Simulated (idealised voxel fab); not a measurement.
process module | voxel double patterning
cross-section cut | 250 nm wide | cells 5 nm
A cross-section is a grid of square cells, given in bands from the top down. A band is one or more rows of cells.
Each band's line starts with the height of the band's top and of its bottom, in nm. Then come its materials from left to right, each with its width in nm. One material with "throughout" fills the band from edge to edge. "air" is empty space.
Height 0 is the level under which the wafer as received is all one material. The lowest band goes on downwards, as in "0 down".
A width such as "30 to 40" changes by the same amount from each row of cells to the next, from the band's top row to its bottom row.
"no change" after a step means that no cell of the cross-section changed.
closed voids: empty space of 8 cells or more with no open way to the top, each as width x height at its distance from the left edge, in nm
after a step's settings: what the simulator itself notes on the step
overlay nm, on a step with a mask: how far to the right of its planned place the mask lay; to the left if negative
plan
1 op RECEIVE | material Si
2 op CONFORMAL_DEP | material SiO2 | thk nm 10
3 op DIRECTIONAL_DEP | material W | thk nm 15
4 op DIRECTIONAL_DEP | material SiN | thk nm 10
5 op MASKED_ETCH | tone open | mask id FIRST | width nm 15 | pitch nm 50 | etch materials SiN | depth nm 10 | overlay nm 0
6 op MASKED_ETCH | tone open | mask id SECOND | width nm 15 | etch materials SiN | depth nm 5 | overlay nm 0
7 op DIRECTIONAL_ETCH | etch materials W | depth nm 15
8 op STRIP | etch materials SiN
varied across the wafers: depth nm of step 6. The plan shows the first wafer's value. All wafers start alike
first wafer as received, after step 1
  0 down: Si throughout
  closed voids: none
each wafer at the end: cells of each material gained (+) or lost (-) since it was received, then its closed voids
depth nm 5 | +100 SiO2 | +132 W | closed voids: none
depth nm 10 | +100 SiO2 | +123 W | closed voids: none
depth nm 15 | +100 SiO2 | +123 W | closed voids: none
depth nm 20 | +100 SiO2 | +123 W | closed voids: none
depth nm 25 | +100 SiO2 | +123 W | closed voids: none
